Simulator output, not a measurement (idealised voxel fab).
Module name: voxel wiring stack (process module)
FYI the section here is cut, 270 nm wide, cells are 5 nm squares.
Throughout this document, each cross-section is represented as a grid of square cells and is presented as a sequence of bands enumerated from the top downward, where a band comprises one or more rows of cells.
Each band's line starts with the height of the band's top and of its bottom, in nm. Then come its materials from left to right, each with its width in nm. One material with "throughout" fills the band from edge to edge. "empty" is empty space.
Counting heights begins at 0, where everything beneath is, in the wafer as received, one material. The lowest band has no bottom; it goes on downwards, as "top 0, no bottom" shows.
Width spec "30->40" -> top row of cells at first value, bottom row at second value, equal per-row change in between.
When a step is marked "no alterations made", none of the cells in the cross-section changed during that step.
The list in "Enclosed empty spaces" covers empty spaces of 8 cells or more that cannot reach the top through any open way, and it gives each as width x height at distance; the distance is from the left edge, and width, height and distance are in nm.
Formally, on a step line, whatever follows the settings is a remark that the simulator itself makes on the step.
overlay nm: mask right of planned place by this much (step with mask). Neg. = left.

The planned process steps are enumerated hereunder
1 op RECEIVE | material Si
2 op CONFORMAL_DEP | material SiO2 | thk nm 10
3 op DIRECTIONAL_DEP | material TiN | thk nm 5
4 op DIRECTIONAL_DEP | material Ru | thk nm 25
5 op DIRECTIONAL_DEP | material aC | thk nm 10
6 op PATTERN | tone cover | mask id METAL_1 | material resist | width nm 20 | pitch nm 45 | thk nm 25 | overlay nm 0
7 op DIRECTIONAL_ETCH | etch materials aC | depth nm 10
8 op STRIP | etch materials resist
9 op DIRECTIONAL_ETCH | etch materials Ru | depth nm 25
10 op DIRECTIONAL_ETCH | etch materials TiN | depth nm 5
11 op STRIP | etch materials aC
12 op CONFORMAL_DEP | material SiCN | thk nm 5
13 op FILL_DEP | material SiO2 | thk nm 10
14 op CMP | height nm 40
15 op CONFORMAL_DEP | material SiCN | thk nm 5
16 op DIRECTIONAL_DEP | material lowk | thk nm 10
17 op PATTERN | tone open | mask id PLUG_1 | material resist | width nm 15 | pitch nm 90 | thk nm 20 | overlay nm 0
18 op DIRECTIONAL_ETCH | etch materials lowk | depth nm 10
19 op DIRECTIONAL_ETCH | etch materials SiCN | depth nm 5
20 op STRIP | etch materials resist
21 op CONFORMAL_DEP | material TiN | thk nm 5
22 op FILL_DEP | material Ru | thk nm 10
23 op CMP | height nm 55
24 op CONFORMAL_DEP | material SiCN | thk nm 5
25 op DIRECTIONAL_DEP | material lowk | thk nm 20
26 op PATTERN | tone open | mask id METAL_2 | material resist | width nm 20 | pitch nm 45 | thk nm 15 | overlay nm 0
27 op DIRECTIONAL_ETCH | etch materials lowk | depth nm 20
28 op DIRECTIONAL_ETCH | etch materials SiCN | depth nm 5
29 op STRIP | etch materials resist
30 op CONFORMAL_DEP | material TiN | thk nm 5
31 op FILL_DEP | material W | thk nm 10
32 op CMP | height nm 80
33 op CONFORMAL_DEP | material SiCN | thk nm 5
34 op DIRECTIONAL_DEP | material lowk | thk nm 30
35 op DIRECTIONAL_DEP | material aC | thk nm 10
36 op PATTERN | tone open | mask id METAL_3 | material resist | width nm 20 | pitch nm 45 | thk nm 30 | overlay nm 0
37 op DIRECTIONAL_ETCH | etch materials aC | depth nm 10
38 op STRIP | etch materials resist
39 op DIRECTIONAL_ETCH | etch materials lowk | depth nm 20
40 op STRIP | etch materials aC
41 op DIRECTIONAL_DEP | material aC | thk nm 10
42 op PATTERN | tone open | mask id METAL_3_HOLES | material resist | width nm 15 | pitch nm 90 | thk nm 30 | overlay nm 0
43 op DIRECTIONAL_ETCH | etch materials aC | depth nm 10
44 op STRIP | etch materials resist
45 op DIRECTIONAL_ETCH | etch materials lowk | depth nm 10
46 op DIRECTIONAL_ETCH | etch materials SiCN | depth nm 5
47 op STRIP | etch materials aC
48 op CONFORMAL_DEP | material TiN | thk nm 5
49 op FILL_DEP | material Ru | thk nm 10
50 op CMP | height nm 115
51 op CONFORMAL_DEP | material SiCN | thk nm 5
52 op DIRECTIONAL_DEP | material SiO2 | thk nm 10
53 op DIRECTIONAL_DEP | material aC | thk nm 15
54 op PATTERN | tone open | mask id PLUG_3 | material resist | width nm 15 | pitch nm 45 | thk nm 35 | overlay nm 0
55 op DIRECTIONAL_ETCH | etch materials aC | depth nm 15
56 op STRIP | etch materials resist
57 op DIRECTIONAL_ETCH | etch materials SiO2 | depth nm 10
58 op DIRECTIONAL_ETCH | etch materials SiCN | depth nm 5
59 op STRIP | etch materials aC
60 op EPI | material Ru | thk nm 10
61 op EPI | material Ru | thk nm 5
62 op CONFORMAL_DEP | material SiCN | thk nm 5
63 op DIRECTIONAL_DEP | material SiO2 | thk nm 20
64 op PATTERN | tone open | mask id METAL_4 | material resist | width nm 20 | pitch nm 45 | thk nm 20 | overlay nm 0
65 op DIRECTIONAL_ETCH | etch materials SiO2 | depth nm 20
66 op DIRECTIONAL_ETCH | etch materials SiCN | depth nm 5
67 op STRIP | etch materials resist
68 op CONFORMAL_DEP | material TiN | thk nm 5
69 op FILL_DEP | material W | thk nm 5
70 op CMP | height nm 155
71 op CONFORMAL_DEP | material SiCN | thk nm 5

Wafer cross-section on receipt, i.e. after step 1
top 0, no bottom | Si throughout
Enclosed empty spaces: none

Final cross-section, module run with one mistake (start and plan as above)
top 160, bottom 155 | SiCN throughout
top 155, bottom 135 | 55 of SiO2, then 5 of TiN, then 10 of W, then 5 of TiN, then 25 of SiO2, then 5 of TiN, then 10 of W, then 5 of TiN, then 25 of SiO2, then 5 of TiN, then 10 of W, then 5 of TiN, then 25 of SiO2, then 5 of TiN, then 10 of W, then 5 of TiN, then 60 of SiO2
top 135, bottom 130 | 55 of SiCN, then 20 of TiN, then 25 of SiCN, then 20 of TiN, then 25 of SiCN, then 20 of TiN, then 25 of SiCN, then 20 of TiN, then 60 of SiCN
top 130, bottom 120 | 50 of SiO2, then 15 of Ru, then 30 of SiO2, then 15 of Ru, then 30 of SiO2, then 15 of Ru, then 30 of SiO2, then 15 of Ru, then 70 of SiO2
top 120, bottom 115 | 50 of SiCN, then 15 of Ru, then 30 of SiCN, then 15 of Ru, then 30 of SiCN, then 15 of Ru, then 30 of SiCN, then 15 of Ru, then 70 of SiCN
top 115, bottom 100 | 55 of lowk, then 5 of TiN, then 10 of Ru, then 5 of TiN, then 25 of lowk, then 5 of TiN, then 10 of Ru, then 5 of TiN, then 25 of lowk, then 5 of TiN, then 10 of Ru, then 5 of TiN, then 25 of lowk, then 5 of TiN, then 10 of Ru, then 5 of TiN, then 60 of lowk
top 100, bottom 95 | 55 of lowk, then 5 of TiN, then 5 of Ru, then 10 of TiN, then 25 of lowk, then 20 of TiN, then 25 of lowk, then 5 of TiN, then 5 of Ru, then 10 of TiN, then 25 of lowk, then 20 of TiN, then 60 of lowk
top 95, bottom 85 | 55 of lowk, then 5 of TiN, then 5 of Ru, then 5 of TiN, then 75 of lowk, then 5 of TiN, then 5 of Ru, then 5 of TiN, then 110 of lowk
top 85, bottom 80 | 55 of SiCN, then 15 of TiN, then 75 of SiCN, then 15 of TiN, then 110 of SiCN
top 80, bottom 60 | 55 of lowk, then 5 of TiN, then 10 of W, then 5 of TiN, then 25 of lowk, then 5 of TiN, then 10 of W, then 5 of TiN, then 25 of lowk, then 5 of TiN, then 10 of W, then 5 of TiN, then 25 of lowk, then 5 of TiN, then 10 of W, then 5 of TiN, then 60 of lowk
top 60, bottom 55 | 55 of SiCN, then 20 of TiN, then 25 of SiCN, then 20 of TiN, then 25 of SiCN, then 20 of TiN, then 25 of SiCN, then 20 of TiN, then 60 of SiCN
top 55, bottom 45 | 55 of lowk, then 5 of TiN, then 5 of Ru, then 5 of TiN, then 75 of lowk, then 5 of TiN, then 5 of Ru, then 5 of TiN, then 110 of lowk
top 45, bottom 40 | 55 of SiCN, then 15 of TiN, then 75 of SiCN, then 15 of TiN, then 110 of SiCN
top 40, bottom 15 | 50 of SiO2, then 5 of SiCN, then 20 of Ru, then 5 of SiCN, then 15 of SiO2, then 5 of SiCN, then 20 of Ru, then 5 of SiCN, then 15 of SiO2, then 5 of SiCN, then 20 of Ru, then 5 of SiCN, then 15 of SiO2, then 5 of SiCN, then 20 of Ru, then 5 of SiCN, then 55 of SiO2
top 15, bottom 10 | 55 of SiCN, then 20 of TiN, then 25 of SiCN, then 20 of TiN, then 25 of SiCN, then 20 of TiN, then 25 of SiCN, then 20 of TiN, then 60 of SiCN
top 10, bottom 0 | SiO2 throughout
top 0, no bottom | Si throughout
Enclosed empty spaces: none
The mistake made against the process plan was this: step 54 ran with different settings than intended, the actual operation and settings being op PATTERN | tone open | mask id PLUG_3 | material resist | width nm 15 | pitch nm 45 | thk nm 35 | overlay nm -5
